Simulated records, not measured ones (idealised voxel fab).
Process module heading - voxel wiring stack
In the cross-section labelled cut, the width is 280 nm and each square cell is 5 nm.
For the purposes of this document, a cross-section shall be understood as a grid of square cells, specified as bands listed in top-to-bottom order, each band consisting of one or more rows of cells.
Within each band entry, the heights of the top and of the bottom of the band appear first, in that order and in nm; the materials of the band then follow from left to right, each with its corresponding width in nm. The designation "full width" on a single material indicates that it fills the band from edge to edge; the designation "empty" indicates empty space.
Where do heights start? At 0: under that level the wafer as delivered is made of one material only. And the lowest band has no floor; it just carries on downward, as in "from 0 down".
The notation "30->40" denotes a width that varies across the rows of cells in the band, beginning at the first number in the top row, finishing at the second number in the bottom row, and changing by an identical amount from each row to the next.
Reading "nothing altered" for a step: not a cell of the cross-section changed in it.
The list in "Closed cavities" covers empty spaces of 8 cells or more that cannot reach the top through any open way, and it gives each as width x height at distance; the distance is from the left edge, and width, height and distance are in nm.
It should be noted that, on the line of a given step, the content following the step's settings is a remark produced by the simulator itself with respect to that step.
overlay nm, on a step with a mask: how far to the right of its planned place the mask lay; to the left if negative
# So here's the lineup of process steps we planned
1) RECEIVE: material Si
2) CONFORMAL_DEP: material SiO2, thk nm 10
3) DIRECTIONAL_DEP: material TiN, thk nm 5
4) DIRECTIONAL_DEP: material W, thk nm 15
5) PATTERN: tone cover, mask id METAL_1, material resist, width nm 30, pitch nm 55, thk nm 15, overlay nm 0
6) DIRECTIONAL_ETCH: etch materials W, depth nm 15
7) DIRECTIONAL_ETCH: etch materials TiN, depth nm 5
8) STRIP: etch materials resist
9) FILL_DEP: material SiO2, thk nm 10
10) CMP: height nm 30
11) CONFORMAL_DEP: material SiCN, thk nm 5
12) DIRECTIONAL_DEP: material lowk, thk nm 20
13) PATTERN: tone open, mask id PLUG_1, material resist, width nm 15, pitch nm 55, thk nm 15, overlay nm 0
14) DIRECTIONAL_ETCH: etch materials lowk, depth nm 20
15) DIRECTIONAL_ETCH: etch materials SiCN, depth nm 5
16) STRIP: etch materials resist
17) CONFORMAL_DEP: material TiN, thk nm 5
18) FILL_DEP: material Ru, thk nm 5
19) CMP: height nm 55
20) DIRECTIONAL_DEP: material TiN, thk nm 5
21) DIRECTIONAL_DEP: material Ru, thk nm 15
22) PATTERN: tone cover, mask id METAL_2, material resist, width nm 30, pitch nm 55, thk nm 20, overlay nm 0
23) DIRECTIONAL_ETCH: etch materials Ru, depth nm 15
24) DIRECTIONAL_ETCH: etch materials TiN, depth nm 5
25) STRIP: etch materials resist
26) CONFORMAL_DEP: material SiCN, thk nm 5
27) FILL_DEP: material SiO2, thk nm 5
28) CMP: height nm 75
29) CONFORMAL_DEP: material SiN, thk nm 5
# Cross-section of the wafer upon arrival, representing the state reached after step 1
> from 0 down: Si full width
> Closed cavities: none
# Cross-sectional view of the first of the two wafers upon completion of the module, processed in accordance with the plan
> from 80 to 75: SiN full width
> from 75 to 60: SiO2 (90)  SiCN (5)  Ru (30)  SiCN (5)  SiO2 (15)  SiCN (5)  Ru (30)  SiCN (5)  SiO2 (95)
> from 60 to 55: SiCN (95)  TiN (30)  SiCN (25)  TiN (30)  SiCN (100)
> from 55 to 35: lowk (95)  TiN (5)  Ru (5)  TiN (5)  lowk (40)  TiN (5)  Ru (5)  TiN (5)  lowk (115)
> from 35 to 30: SiCN (95)  TiN (15)  SiCN (40)  TiN (15)  SiCN (115)
> from 30 to 15: SiO2 (95)  W (30)  SiO2 (25)  W (30)  SiO2 (100)
> from 15 to 10: SiO2 (95)  TiN (30)  SiO2 (25)  TiN (30)  SiO2 (100)
> from 10 to 0: SiO2 full width
> from 0 down: Si full width
> Closed cavities: none
# Cross-section at end of module for the second wafer of two, which matched the first in starting point and plan and differed by one mistake in its processing
> from 80 to 75: SiN full width
> from 75 to 60: SiO2 (90)  SiCN (5)  Ru (30)  SiCN (5)  SiO2 (15)  SiCN (5)  Ru (30)  SiCN (5)  SiO2 (95)
> from 60 to 50: SiCN (95)  TiN (30->15)  SiCN (25->40)  TiN (30->15)  SiCN (100->115)
> from 50 to 30: lowk full width
> from 30 to 15: SiO2 (95)  W (30)  SiO2 (25)  W (30)  SiO2 (100)
> from 15 to 10: SiO2 (95)  TiN (30)  SiO2 (25)  TiN (30)  SiO2 (100)
> from 10 to 0: SiO2 full width
> from 0 down: Si full width
> Closed cavities: none
Heads up, the wafer didn't run the way we planned it: steps 11 and 12 got flipped, so each one ran where the other should have
Per the end-of-run cell counts, the second wafer holds more or fewer of some materials than the first: Ru -8; TiN -16; lowk +24
